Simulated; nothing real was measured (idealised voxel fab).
The following is a process module called voxel capacitor over wiring.
195 nm wide, 5 nm square cells: that's cross-section cut.
Square cells in a grid make up a cross-section in this document, and the grid is given as bands, listed from the top down, each one or more rows of cells. First you get the band's top height and its bottom height, in nm, and then the materials it's made of, left to right, with each width in nm. If you see a single material with "throughout", that one covers the band edge to edge. "air" is empty space. Height datum 0, below which the as-received substrate wafer is one material. Lowest band open at the bottom, running downward: "from 0 down". When a width is written as two numbers, as in "30..40", the first number is the width in the top row of cells of the band and the second is the width in its bottom row, and the width changes by the same amount from each row to the next. "remains unaltered" -> step changed no cross-section cell. The entry titled "Closed void table" provides the empty spaces that have no open way to the top, restricted to those of 8 cells or more. Each is presented as width x height at distance, the distance being measured from the left edge, with all three in nm. That trailing text on a step's line, after the settings, is the simulator's own remark on the step. overlay nm: for a step with a mask, the amount by which the mask lay right of where it was planned; a negative amount means left of it.

Listed below are the process steps as planned:
1) op RECEIVE | material Si
2) op CONFORMAL_DEP | material SiO2 | thk nm 15
3) op DIRECTIONAL_DEP | material TiN | thk nm 5
4) op DIRECTIONAL_DEP | material W | thk nm 15
5) op DIRECTIONAL_DEP | material aC | thk nm 15
6) op PATTERN | tone cover | mask id METAL_1 | material resist | width nm 20 | pitch nm 75 | thk nm 35 | overlay nm 0
7) op DIRECTIONAL_ETCH | etch materials aC | depth nm 15
8) op STRIP | etch materials resist
9) op DIRECTIONAL_ETCH | etch materials W | depth nm 15
10) op DIRECTIONAL_ETCH | etch materials TiN | depth nm 5
11) op STRIP | etch materials aC
12) op CONFORMAL_DEP | material SiCN | thk nm 5
13) op FILL_DEP | material lowk | thk nm 5
14) op CMP | height nm 35
15) op CONFORMAL_DEP | material SiCN | thk nm 5
16) op DIRECTIONAL_DEP | material lowk | thk nm 10
17) op DIRECTIONAL_DEP | material aC | thk nm 15
18) op PATTERN | tone open | mask id PLUG_1 | material resist | width nm 15 | thk nm 35 | overlay nm 0
19) op DIRECTIONAL_ETCH | etch materials aC | depth nm 15
20) op STRIP | etch materials resist
21) op DIRECTIONAL_ETCH | etch materials lowk | depth nm 10
22) op DIRECTIONAL_ETCH | etch materials SiCN | depth nm 5
23) op STRIP | etch materials aC
24) op EPI | material Ru | thk nm 10
25) op EPI | material Ru | thk nm 5
26) op DIRECTIONAL_DEP | material TiN | thk nm 5
27) op DIRECTIONAL_DEP | material Al2O3 | thk nm 5
28) op DIRECTIONAL_DEP | material TiN | thk nm 10
29) op MASKED_ETCH | tone cover | mask id UPPER_PLATE | width nm 60 | etch materials TiN | depth nm 10 | overlay nm 0
30) op MASKED_ETCH | tone cover | mask id UPPER_PLATE | width nm 60 | etch materials Al2O3 | depth nm 5 | overlay nm 0
31) op DIRECTIONAL_DEP | material aC | thk nm 15
32) op PATTERN | tone cover | mask id LOWER_PLATE | material resist | width nm 70 | thk nm 30 | overlay nm 0
33) op DIRECTIONAL_ETCH | etch materials aC | depth nm 15
34) op STRIP | etch materials resist
35) op DIRECTIONAL_ETCH | etch materials TiN | depth nm 5
36) op STRIP | etch materials aC
37) op FILL_DEP | material SiO2 | thk nm 20
38) op CMP | height nm 85
39) op MASKED_ETCH | tone open | mask id PLUG_2 | width nm 15 | etch materials SiO2 | depth nm 15 | overlay nm 0
40) op CONFORMAL_DEP | material TiN | thk nm 5
41) op FILL_DEP | material Cu | thk nm 5
42) op CMP | height nm 85
43) op CONFORMAL_DEP | material SiCN | thk nm 5

Incoming wafer, cross-sectional view, post step 1:
    from 0 down | Si throughout
    Closed void table: none

Looking at the first of two wafers in cross-section at end of module - ran to plan:
    from 90 to 85 | SiCN throughout
    from 85 to 75 | 65 of SiO2 / 5 of TiN / 5 of Cu / 5 of TiN / 115 of SiO2
    from 75 to 70 | 65 of SiO2 / 15 of TiN / 115 of SiO2
    from 70 to 60 | 55 of SiO2 / 60 of TiN / 80 of SiO2
    from 60 to 55 | 55 of SiO2 / 60 of Al2O3 / 80 of SiO2
    from 55 to 50 | 50 of SiO2 / 70 of TiN / 75 of SiO2
    from 50 to 40 | 55 of lowk / 15 of Ru / 125 of lowk
    from 40 to 35 | 55 of SiCN / 15 of Ru / 125 of SiCN
    from 35 to 20 | 45 of lowk / 5 of SiCN / 20 of W / 5 of SiCN / 45 of lowk / 5 of SiCN / 20 of W / 5 of SiCN / 45 of lowk
    from 20 to 15 | 50 of SiCN / 20 of TiN / 55 of SiCN / 20 of TiN / 50 of SiCN
    from 15 to 0 | SiO2 throughout
    from 0 down | Si throughout
    Closed void table: none

Cross-sectional view: second of two wafers, end of module; start and plan identical to the first, one mistake in running:
    from 90 to 85 | SiCN throughout
    from 85 to 75 | 65 of SiO2 / 5 of TiN / 5 of Cu / 5 of TiN / 115 of SiO2
    from 75 to 70 | 65 of SiO2 / 15 of TiN / 115 of SiO2
    from 70 to 60 | 60 of SiO2 / 55 of TiN / 80 of SiO2
    from 60 to 55 | 55 of SiO2 / 60 of Al2O3 / 80 of SiO2
    from 55 to 50 | 50 of SiO2 / 70 of TiN / 75 of SiO2
    from 50 to 40 | 55 of lowk / 15 of Ru / 125 of lowk
    from 40 to 35 | 55 of SiCN / 15 of Ru / 125 of SiCN
    from 35 to 20 | 45 of lowk / 5 of SiCN / 20 of W / 5 of SiCN / 45 of lowk / 5 of SiCN / 20 of W / 5 of SiCN / 45 of lowk
    from 20 to 15 | 50 of SiCN / 20 of TiN / 55 of SiCN / 20 of TiN / 50 of SiCN
    from 15 to 0 | SiO2 throughout
    from 0 down | Si throughout
    Closed void table: none
Run error: step 29 was run on a setting that differed from the plan, and what really ran there is op MASKED_ETCH | tone cover | mask id UPPER_PLATE | width nm 55 | etch materials TiN | depth nm 10 | overlay nm 0
The second wafer ends with more or fewer cells of some materials than the first, per final count: SiO2 +2, TiN -2
